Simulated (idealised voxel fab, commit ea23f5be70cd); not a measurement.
Documented hereafter: the process module known as voxel transistor to metal.
FYI the section here is cut, 175 nm wide, cells are 5 nm squares.
A cross-section is written here as square cells arranged in a grid, and it is given in bands from the top down, each band taking up one or more rows of cells. First you get the band's top height and its bottom height, in nm, and then the materials it's made of, left to right, with each width in nm. If you see a single material with "all across", that one covers the band edge to edge. "blank" is empty space. Height 0 is the level under which the wafer as received is all one material. The lowest band goes on downwards, as in "0 down". Width: "30..40" (first number = top row, second number = bottom row, same change from row to row of cells). It should be understood that the words "no alterations made", when stated for a given step, signify that the cross-section underwent no change in any of its cells during that step. The entry "Catalogued sealed voids" lists the empty spaces that cover at least 8 cells and have no open path to the top. Each is written as width x height at distance, where the distance is measured from the left edge and all three values are in nm. It should be noted that, on the line of a given step, the content following the step's settings is a remark produced by the simulator itself with respect to that step. The line of a step may include "overlay nm". On a step with a mask, this value is how far to the right of its planned place the mask lay. A negative value means the mask lay to the left.
**Steps planned for the process**
1 RECEIVE (material Si)
2 OXIDIZE (depth nm 5)
3 CONFORMAL_DEP (material SiN; thk nm 10)
4 PATTERN (tone cover; mask id ACTIVE; material resist; width nm 105; thk nm 20; overlay nm 0)
5 DIRECTIONAL_ETCH (etch materials SiN; depth nm 10)
6 DIRECTIONAL_ETCH (etch materials SiO2; depth nm 5)
7 DIRECTIONAL_ETCH (etch materials Si; depth nm 25)
8 STRIP (etch materials resist)
9 OXIDIZE (depth nm 5)
10 FILL_DEP (material SiO2; thk nm 15)
11 CMP (height nm 10)
12 SELECTIVE_ETCH (etch materials SiO2; depth nm 5)
13 STRIP (etch materials SiN)
14 SELECTIVE_ETCH (etch materials SiO2; depth nm 5)
15 OXIDIZE (depth nm 5)
16 DIRECTIONAL_DEP (material polySi; thk nm 20)
17 DIRECTIONAL_DEP (material SiCN; thk nm 10)
18 MASKED_ETCH (tone cover; mask id GATE; width nm 25; etch materials SiCN; depth nm 20; overlay nm 0)
19 MASKED_ETCH (tone cover; mask id GATE; width nm 25; etch materials polySi; depth nm 30; overlay nm 0)
20 CONFORMAL_DEP (material SiO2; thk nm 5)
21 DIRECTIONAL_ETCH (etch materials SiO2; depth nm 5)
22 CONFORMAL_DEP (material SiN; thk nm 10)
23 DIRECTIONAL_ETCH (etch materials SiN; depth nm 10)
24 DIRECTIONAL_ETCH (etch materials SiO2; depth nm 5)
25 DIRECTIONAL_ETCH (etch materials Si; depth nm 15)
26 EPI (material nSi; thk nm 15)
27 FILL_DEP (material SiO2; thk nm 5)
28 CMP (height nm 15)
29 STRIP (etch materials polySi)
30 SELECTIVE_ETCH (etch materials SiO2; depth nm 5)
31 CONFORMAL_DEP (material HfO2; thk nm 5)
32 CONFORMAL_DEP (material TiN; thk nm 5)
33 FILL_DEP (material W; thk nm 10)
34 CMP (height nm 10)
35 DIRECTIONAL_DEP (material SiO2; thk nm 15)
36 DIRECTIONAL_DEP (material aC; thk nm 10)
37 PATTERN (tone open; mask id CONTACT; material resist; width nm 20; pitch nm 75; thk nm 30; overlay nm 0)
38 DIRECTIONAL_ETCH (etch materials aC; depth nm 10)
39 STRIP (etch materials resist)
40 DIRECTIONAL_ETCH (etch materials SiO2; depth nm 20)
41 STRIP (etch materials aC)
42 CONFORMAL_DEP (material TiN; thk nm 5)
43 FILL_DEP (material W; thk nm 10)
44 CMP (height nm 25)
45 DIRECTIONAL_DEP (material TiN; thk nm 5)
46 DIRECTIONAL_DEP (material W; thk nm 15)
47 PATTERN (tone cover; mask id METAL_1; material resist; width nm 20; pitch nm 75; thk nm 20; overlay nm 0)
48 DIRECTIONAL_ETCH (etch materials W; depth nm 15)
49 DIRECTIONAL_ETCH (etch materials TiN; depth nm 5)
50 STRIP (etch materials resist)
51 FILL_DEP (material SiO2; thk nm 10)
52 CMP (height nm 45)
53 CONFORMAL_DEP (material SiCN; thk nm 5)
54 DIRECTIONAL_DEP (material SiO2; thk nm 25)
55 MASKED_ETCH (tone open; mask id METAL_2; width nm 20; pitch nm 75; etch materials SiO2; depth nm 15; overlay nm 0)
56 MASKED_ETCH (tone open; mask id METAL_2_HOLES; width nm 15; pitch nm 75; etch materials SiO2; depth nm 10; overlay nm 0)
57 MASKED_ETCH (tone open; mask id METAL_2_HOLES; width nm 15; pitch nm 75; etch materials SiCN; depth nm 5; overlay nm 0)
58 CONFORMAL_DEP (material TiN; thk nm 5)
59 FILL_DEP (material Cu; thk nm 5)
60 CMP (height nm 75)
61 CONFORMAL_DEP (material SiN; thk nm 5)
**Cross-sectional view of the wafer in its as-received condition, corresponding to the state after step 1**
> 0 down  Si all across
> Catalogued sealed voids: none
**What the wafer looks like in cross-section after this module, when it starts as shown above and follows the plan above but one mistake is made in running it**
> 80 to 75  SiN all across
> 75 to 65  40 nm SiO2 | 5 nm TiN | 10 nm Cu | 5 nm TiN | 55 nm SiO2 | 5 nm TiN | 10 nm Cu | 5 nm TiN | 40 nm SiO2
> 65 to 55  40 nm SiO2 | 5 nm TiN | 5 nm Cu | 10..5 nm TiN | 55..60 nm SiO2 | 5 nm TiN | 5 nm Cu | 10..5 nm TiN | 40..45 nm SiO2
> 55 to 50  40 nm SiO2 | 15 nm TiN | 60 nm SiO2 | 15 nm TiN | 45 nm SiO2
> 50 to 45  40 nm SiCN | 10 nm TiN | 65 nm SiCN | 10 nm TiN | 50 nm SiCN
> 45 to 30  40 nm SiO2 | 20 nm W | 55 nm SiO2 | 20 nm W | 40 nm SiO2
> 30 to 25  40 nm SiO2 | 20 nm TiN | 55 nm SiO2 | 20 nm TiN | 40 nm SiO2
> 25 to 10  40 nm SiO2 | 5 nm TiN | 10 nm W | 5 nm TiN | 55 nm SiO2 | 5 nm TiN | 10 nm W | 5 nm TiN | 40 nm SiO2
> 10 to 5  40 nm SiO2 | 20 nm TiN | 10 nm SiN | 5 nm HfO2 | 5 nm TiN | 15 nm W | 5 nm TiN | 5 nm HfO2 | 10 nm SiN | 20 nm TiN | 40 nm SiO2
> 5 to 0  40 nm SiO2 | 20 nm nSi | 10 nm SiN | 5 nm HfO2 | 5 nm TiN | 15 nm W | 5 nm TiN | 5 nm HfO2 | 10 nm SiN | 20 nm nSi | 40 nm SiO2
> 0 to -5  35 nm SiO2 | 10 nm SiN | 15 nm nSi | 10 nm SiN | 5 nm HfO2 | 25 nm TiN | 5 nm HfO2 | 10 nm SiN | 15 nm nSi | 10 nm SiN | 35 nm SiO2
> -5 to -10  45 nm SiO2 | 15 nm nSi | 10 nm SiO2 | 35 nm HfO2 | 10 nm SiO2 | 15 nm nSi | 45 nm SiO2
> -10 to -25  40 nm SiO2 | 5 nm Si | 15 nm nSi | 55 nm Si | 15 nm nSi | 5 nm Si | 40 nm SiO2
> -25 to -35  40 nm SiO2 | 95 nm Si | 40 nm SiO2
> -35 down  Si all across
> Catalogued sealed voids: none
Heads up, the wafer didn't run the way we planned it: it should be noted that step 57 was executed with settings other than those planned, the operation and settings actually applied being MASKED_ETCH (tone open; mask id METAL_2_HOLES; width nm 15; pitch nm 75; etch materials SiCN; depth nm 5; overlay nm -5)
